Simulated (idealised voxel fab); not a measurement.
The process module that follows is named voxel air gaps.
In the cross-section labelled cut, the width is 205 nm and each square cell is 5 nm.
We lay out every cross-section as a grid of square cells and spell it out in bands from the top down, where one band means one or more rows of cells. Band: top height; bottom height; in nm. Then, left to right: material with width in nm, for each material. "everywhere": a single material spanning edge to edge. "empty": empty space. We count height from 0. Below that, the starting wafer is all one material. The lowest band never ends at the bottom but goes on down; see "0..down" for how that is written. Note: "30->40" means the width goes from the first number (top row of the band) to the second number (bottom row) in equal steps per row of cells. Given "identical to before" for a step, no cell of the cross-section differs between before and after that step. The entry "Closed internal cavities" lists the empty spaces that cover at least 8 cells and have no open path to the top. Each is written as width x height at distance, where the distance is measured from the left edge and all three values are in nm. Where a step's line continues beyond its settings, the continuation is a remark by the simulator itself on that step. overlay nm, on a step with a mask: how far to the right of its planned place the mask lay; to the left if negative.
SET OUT BELOW ARE THE PLANNED STEPS OF THE PROCESS
1: RECEIVE [material Si]
2: CONFORMAL_DEP [material SiO2] [thk nm 10]
3: CONFORMAL_DEP [material SiN] [thk nm 5]
4: DIRECTIONAL_DEP [material SiO2] [thk nm 40]
5: PATTERN [tone open] [mask id LINES] [material resist] [width nm 15] [pitch nm 40] [thk nm 20] [overlay nm 0]
6: DIRECTIONAL_ETCH [etch materials SiO2] [depth nm 40]
7: STRIP [etch materials resist]
8: CONFORMAL_DEP [material TiN] [thk nm 5]
9: FILL_DEP [material Cu] [thk nm 5]
10: CMP [height nm 55]
11: EPI [material Ru] [thk nm 10]
12: SELECTIVE_ETCH [etch materials SiO2] [depth nm 50]
13: CONFORMAL_DEP [material SiN] [thk nm 5]
STEP 1 COMPLETE: CROSS-SECTION OF THE WAFER AS RECEIVED
	0..down = Si everywhere
	Closed internal cavities: none
SECTIONED VIEW, FIRST OF TWO WAFERS, AT THE CLOSE OF THE MODULE, PROCESSED AS INTENDED IN THE PLAN
	70..65 = empty=40 | SiN=125 | empty=40
	65..55 = empty=40 | SiN=5 | Ru=35 | SiN=5 | Ru=35 | SiN=5 | Ru=35 | SiN=5 | empty=40
	55..50 = empty=40 | SiN=15 | TiN=5 | Cu=5 | TiN=5 | SiN=25 | TiN=5 | Cu=5 | TiN=5 | SiN=25 | TiN=5 | Cu=5 | TiN=5 | SiN=15 | empty=40
	50..20 = empty=50 | SiN=5 | TiN=5 | Cu=5 | TiN=5 | SiN=5 | empty=15 | SiN=5 | TiN=5 | Cu=5 | TiN=5 | SiN=5 | empty=15 | SiN=5 | TiN=5 | Cu=5 | TiN=5 | SiN=5 | empty=50
	20..15 = SiN=55 | TiN=15 | SiN=25 | TiN=15 | SiN=25 | TiN=15 | SiN=55
	15..10 = SiN everywhere
	10..0 = SiO2 everywhere
	0..down = Si everywhere
	Closed internal cavities: 15 x 30 at 75; 15 x 30 at 115
SECOND WAFER OF THE TWO, SECTIONED AT THE END OF THE MODULE. IT BEGAN LIKE THE FIRST AND FOLLOWED THE SAME PLAN, BUT ONE MISTAKE WAS MADE WHILE RUNNING IT
	70..65 = SiN everywhere
	65..55 = Ru everywhere
	55..50 = Cu everywhere
	50..45 = TiN=60 | Cu=5 | TiN=35 | Cu=5 | TiN=35 | Cu=5 | TiN=60
	45..10 = SiO2=55 | TiN=5 | Cu=5 | TiN=5 | SiO2=25 | TiN=5 | Cu=5 | TiN=5 | SiO2=25 | TiN=5 | Cu=5 | TiN=5 | SiO2=55
	10..5 = SiO2=55 | TiN=15 | SiO2=25 | TiN=15 | SiO2=25 | TiN=15 | SiO2=55
	5..0 = SiN everywhere
	0..down = Si everywhere
	Closed internal cavities: none
Short version of what went wrong: step 2 of the plan was omitted and not executed
At the finish, the second wafer shows more or fewer cells for some materials than the first does: 44 more of Cu | 40 more of Ru | 76 fewer of SiN | 174 more of SiO2 | 38 more of TiN
By the end, 2 closed voids are present in the first wafer and 0 in the second.
